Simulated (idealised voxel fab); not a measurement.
The following is a process module called voxel capacitor over wiring.
Xsec cut, 180 nm wide, square cell size 5 nm.
We lay out every cross-section as a grid of square cells and spell it out in bands from the top down, where one band means one or more rows of cells.
A band entry consists of two parts. The first gives the height of the band's top and the height of its bottom, in nm. The rest lists the band's materials from left to right, each with its width in nm. A single material labelled with the word "throughout" fills the band from edge to edge, and the word "blank" marks empty space.
Measure heights from 0. That's the level where, below it, the as-received wafer is all one material. The lowest band is bottomless and extends downward; write it as in "0 and below".
Note: "30 to 40" means the width goes from the first number (top row of the band) to the second number (bottom row) in equal steps per row of cells.
Where the words "identical to before" appear for a step, the cross-section shows no cell changed by that step; every cell remained as before.
In the "Sealed void inventory" entry, you get each enclosed empty space of 8 cells or more, one with no open way to the top, written width x height at distance, distance from the left edge, in nm.
Read whatever lies past the settings on a step's line as the simulator's own remark about the step.
overlay nm: on a step with a mask, how far right of its planned place the mask lay; negative means left.

[Intended process steps]
1. RECEIVE (material Si)
2. CONFORMAL_DEP (material SiO2; thk nm 10)
3. CONFORMAL_DEP (material SiN; thk nm 5)
4. DIRECTIONAL_DEP (material lowk; thk nm 15)
5. DIRECTIONAL_DEP (material aC; thk nm 10)
6. PATTERN (tone open; mask id METAL_1; material resist; width nm 20; pitch nm 80; thk nm 30; overlay nm 0)
7. DIRECTIONAL_ETCH (etch materials aC; depth nm 10)
8. STRIP (etch materials resist)
9. DIRECTIONAL_ETCH (etch materials lowk; depth nm 15)
10. DIRECTIONAL_ETCH (etch materials SiN; depth nm 5)
11. STRIP (etch materials aC)
12. CONFORMAL_DEP (material TiN; thk nm 5)
13. FILL_DEP (material W; thk nm 10)
14. CMP (height nm 30)
15. EPI (material Ru; thk nm 5)
16. FILL_DEP (material SiCN; thk nm 5)
17. DIRECTIONAL_DEP (material lowk; thk nm 20)
18. MASKED_ETCH (tone open; mask id PLUG_1; width nm 15; etch materials lowk; depth nm 20; overlay nm 0)
19. MASKED_ETCH (tone open; mask id PLUG_1; width nm 15; etch materials SiCN; depth nm 5; overlay nm 0)
20. CONFORMAL_DEP (material TiN; thk nm 5)
21. FILL_DEP (material Cu; thk nm 10)
22. CMP (height nm 60)
23. DIRECTIONAL_DEP (material TiN; thk nm 10)
24. DIRECTIONAL_DEP (material Al2O3; thk nm 5)
25. DIRECTIONAL_DEP (material TiN; thk nm 10)
26. DIRECTIONAL_DEP (material aC; thk nm 10)
27. PATTERN (tone cover; mask id UPPER_PLATE; material resist; width nm 55; thk nm 30; overlay nm 0)
28. DIRECTIONAL_ETCH (etch materials aC; depth nm 10)
29. STRIP (etch materials resist)
30. DIRECTIONAL_ETCH (etch materials TiN; depth nm 10)
31. DIRECTIONAL_ETCH (etch materials Al2O3; depth nm 5)
32. STRIP (etch materials aC)
33. DIRECTIONAL_DEP (material aC; thk nm 15)
34. PATTERN (tone cover; mask id LOWER_PLATE; material resist; width nm 75; thk nm 30; overlay nm 0)
35. DIRECTIONAL_ETCH (etch materials aC; depth nm 15)
36. STRIP (etch materials resist)
37. DIRECTIONAL_ETCH (etch materials TiN; depth nm 10)
38. STRIP (etch materials aC)
39. FILL_DEP (material SiO2; thk nm 15)
40. CMP (height nm 95)
41. MASKED_ETCH (tone open; mask id PLUG_2; width nm 15; etch materials SiO2; depth nm 10; overlay nm 0)
42. CONFORMAL_DEP (material TiN; thk nm 5)
43. FILL_DEP (material W; thk nm 10)
44. CMP (height nm 95)
45. CONFORMAL_DEP (material SiCN; thk nm 5)
The plan's step 27 width nm is the first wafer's value; the wafers differ in this setting and start identical.

[After step 1, as received: first of several wafers, cross-section]
0 and below: Si throughout
Sealed void inventory: none

[First wafer of several, cross-section, module end, after step 45 (last)]
100 down to 95: SiCN throughout
95 down to 90: 55 nm SiO2 / 5 nm TiN / 5 nm W / 5 nm TiN / 110 nm SiO2
90 down to 85: 55 nm SiO2 / 15 nm TiN / 110 nm SiO2
85 down to 75: 50 nm SiO2 / 55 nm TiN / 75 nm SiO2
75 down to 70: 50 nm SiO2 / 55 nm Al2O3 / 75 nm SiO2
70 down to 60: 40 nm SiO2 / 75 nm TiN / 65 nm SiO2
60 down to 40: 45 nm lowk / 5 nm TiN / 5 nm Cu / 5 nm TiN / 120 nm lowk
40 down to 35: 45 nm SiCN / 15 nm TiN / 120 nm SiCN
35 down to 30: 35 nm SiCN / 30 nm Ru / 50 nm SiCN / 30 nm Ru / 35 nm SiCN
30 down to 15: 40 nm lowk / 5 nm TiN / 10 nm W / 5 nm TiN / 60 nm lowk / 5 nm TiN / 10 nm W / 5 nm TiN / 40 nm lowk
15 down to 10: 40 nm SiN / 20 nm TiN / 60 nm SiN / 20 nm TiN / 40 nm SiN
10 down to 0: SiO2 throughout
0 and below: Si throughout
Sealed void inventory: none

[Last-wafer cross-section at the end of the module]
100 down to 95: SiCN throughout
95 down to 90: 55 nm SiO2 / 5 nm TiN / 5 nm W / 5 nm TiN / 110 nm SiO2
90 down to 85: 55 nm SiO2 / 15 nm TiN / 110 nm SiO2
85 down to 75: 40 nm SiO2 / 75 nm TiN / 65 nm SiO2
75 down to 70: 40 nm SiO2 / 80 nm Al2O3 / 60 nm SiO2
70 down to 60: 40 nm SiO2 / 80 nm TiN / 60 nm SiO2
60 down to 40: 45 nm lowk / 5 nm TiN / 5 nm Cu / 5 nm TiN / 120 nm lowk
40 down to 35: 45 nm SiCN / 15 nm TiN / 120 nm SiCN
35 down to 30: 35 nm SiCN / 30 nm Ru / 50 nm SiCN / 30 nm Ru / 35 nm SiCN
30 down to 15: 40 nm lowk / 5 nm TiN / 10 nm W / 5 nm TiN / 60 nm lowk / 5 nm TiN / 10 nm W / 5 nm TiN / 40 nm lowk
15 down to 10: 40 nm SiN / 20 nm TiN / 60 nm SiN / 20 nm TiN / 40 nm SiN
10 down to 0: SiO2 throughout
0 and below: Si throughout
Sealed void inventory: none

[End of module, by wafer: material-by-material cell gain (+) or loss (-) since receipt, then closed voids]
width nm 55 | +11 Al2O3 | +4 Cu | +12 Ru | +93 SiCN | +28 SiN | +255 SiO2 | +88 TiN | +13 W | +216 lowk | Sealed void inventory: none
width nm 60 | +12 Al2O3 | +4 Cu | +12 Ru | +93 SiCN | +28 SiN | +252 SiO2 | +90 TiN | +13 W | +216 lowk | Sealed void inventory: none
width nm 65 | +13 Al2O3 | +4 Cu | +12 Ru | +93 SiCN | +28 SiN | +249 SiO2 | +92 TiN | +13 W | +216 lowk | Sealed void inventory: none
width nm 70 | +14 Al2O3 | +4 Cu | +12 Ru | +93 SiCN | +28 SiN | +246 SiO2 | +94 TiN | +13 W | +216 lowk | Sealed void inventory: none
width nm 75 | +15 Al2O3 | +4 Cu | +12 Ru | +93 SiCN | +28 SiN | +243 SiO2 | +96 TiN | +13 W | +216 lowk | Sealed void inventory: none
width nm 80 | +16 Al2O3 | +4 Cu | +12 Ru | +93 SiCN | +28 SiN | +240 SiO2 | +98 TiN | +13 W | +216 lowk | Sealed void inventory: none
